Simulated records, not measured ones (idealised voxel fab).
The following process module bears the name voxel wiring stack.
This is section cut - it's 240 nm across, gridded in 5 nm square cells.
Each cross-section below is a grid of square cells, stated as bands in top-down order, with one or more rows of cells making up each band.
The band entry comprises the height of the band's top followed by the height of its bottom, expressed in nm, and subsequently the band's materials from left to right, each stated together with its width in nm. Where a single material is marked with the word "everywhere", that material fills the band from edge to edge. The word "air" represents empty space.
The reference from which all heights are counted is 0, the level beneath which the as-received wafer is entirely one material; the lowest band, having no lower bound, proceeds downward and is written after the example "0 down".
A two-number width, for instance "30->40", indicates that the width is equal to the first number in the top row of the band and to the second number in the bottom row, and that it changes by a constant amount per row of cells.
For the purposes of this document, the phrase "no change occurred" attached to a step denotes that no cell within the cross-section was modified by that step.
Enclosed voids (no open way to top), threshold 8 cells or more, entry "Closed void entries", notation width x height at distance, distance from left edge, nm.
If you see something after the settings on a step's line, that's the simulator's own remark about that step.
overlay nm: step with mask; distance mask lay right of planned place; negative value = left of planned place.
BELOW IS THE LIST OF PLANNED PROCESS STEPS
1,RECEIVE with material Si
2,CONFORMAL_DEP with material SiO2, thk nm 10
3,CONFORMAL_DEP with material SiN, thk nm 5
4,DIRECTIONAL_DEP with material lowk, thk nm 15
5,MASKED_ETCH with tone open, mask id METAL_1, width nm 30, pitch nm 45, etch materials lowk, depth nm 15, overlay nm 0
6,MASKED_ETCH with tone open, mask id METAL_1, width nm 30, pitch nm 45, etch materials SiN, depth nm 5, overlay nm 0
7,CONFORMAL_DEP with material TiN, thk nm 5
8,FILL_DEP with material Cu, thk nm 5
9,CMP with height nm 30
10,CONFORMAL_DEP with material SiCN, thk nm 5
11,DIRECTIONAL_DEP with material SiO2, thk nm 10
12,PATTERN with tone open, mask id PLUG_1, material resist, width nm 15, pitch nm 45, thk nm 20, overlay nm 0
13,DIRECTIONAL_ETCH with etch materials SiO2, depth nm 10
14,DIRECTIONAL_ETCH with etch materials SiCN, depth nm 5
15,STRIP with etch materials resist
16,CONFORMAL_DEP with material TiN, thk nm 5
17,FILL_DEP with material W, thk nm 5
18,CMP with height nm 45
19,DIRECTIONAL_DEP with material TiN, thk nm 5
20,DIRECTIONAL_DEP with material W, thk nm 15
21,PATTERN with tone cover, mask id METAL_2, material resist, width nm 20, pitch nm 45, thk nm 20, overlay nm 0
22,DIRECTIONAL_ETCH with etch materials W, depth nm 15
23,DIRECTIONAL_ETCH with etch materials TiN, depth nm 5
24,STRIP with etch materials resist
25,FILL_DEP with material lowk, thk nm 10
26,CMP with height nm 65
27,CONFORMAL_DEP with material SiCN, thk nm 5
28,DIRECTIONAL_DEP with material lowk, thk nm 10
29,PATTERN with tone open, mask id PLUG_2, material resist, width nm 15, pitch nm 90, thk nm 15, overlay nm 0
30,DIRECTIONAL_ETCH with etch materials lowk, depth nm 10
31,DIRECTIONAL_ETCH with etch materials SiCN, depth nm 5
32,STRIP with etch materials resist
33,EPI with material Ru, thk nm 10
34,EPI with material Ru, thk nm 5
35,CONFORMAL_DEP with material SiCN, thk nm 5
36,DIRECTIONAL_DEP with material SiO2, thk nm 20
37,MASKED_ETCH with tone open, mask id METAL_3, width nm 30, pitch nm 45, etch materials SiO2, depth nm 20, overlay nm 0
38,MASKED_ETCH with tone open, mask id METAL_3, width nm 30, pitch nm 45, etch materials SiCN, depth nm 5, overlay nm 0
39,CONFORMAL_DEP with material TiN, thk nm 5
40,FILL_DEP with material Cu, thk nm 10
41,CMP with height nm 105
42,CONFORMAL_DEP with material SiCN, thk nm 5
43,DIRECTIONAL_DEP with material lowk, thk nm 35
44,MASKED_ETCH with tone open, mask id METAL_4, width nm 30, pitch nm 45, etch materials lowk, depth nm 20, overlay nm 0
45,MASKED_ETCH with tone open, mask id METAL_4_HOLES, width nm 15, pitch nm 45, etch materials lowk, depth nm 15, overlay nm 0
46,MASKED_ETCH with tone open, mask id METAL_4_HOLES, width nm 15, pitch nm 45, etch materials SiCN, depth nm 5, overlay nm 0
47,CONFORMAL_DEP with material TiN, thk nm 5
48,FILL_DEP with material Cu, thk nm 5
49,CMP with height nm 145
50,CONFORMAL_DEP with material SiN, thk nm 5
Across this set of wafers, the varied parameter is the width nm of step 21. Starting conditions are identical for every wafer, and the plan reports the value assigned to the first wafer.
CROSS-SECTION OF THE FIRST OF SEVERAL WAFERS ON RECEIPT, REFLECTING COMPLETION OF STEP 1
* 0 down: Si everywhere
* Closed void entries: none
PER WAFER (ROW), END OF MODULE: DELTA IN CELLS PER MATERIAL SINCE RECEIPT, (+) FOR GAINED, (-) FOR LOST; CLOSED VOIDS AFTER THAT
width nm 20; +132 Cu; +18 Ru; +150 SiCN; +78 SiN; +294 SiO2; +171 TiN; +42 W; +555 lowk; Closed void entries: none
width nm 25; +132 Cu; +18 Ru; +150 SiCN; +78 SiN; +294 SiO2; +174 TiN; +51 W; +543 lowk; Closed void entries: none
width nm 30; +132 Cu; +18 Ru; +150 SiCN; +78 SiN; +294 SiO2; +177 TiN; +60 W; +531 lowk; Closed void entries: none
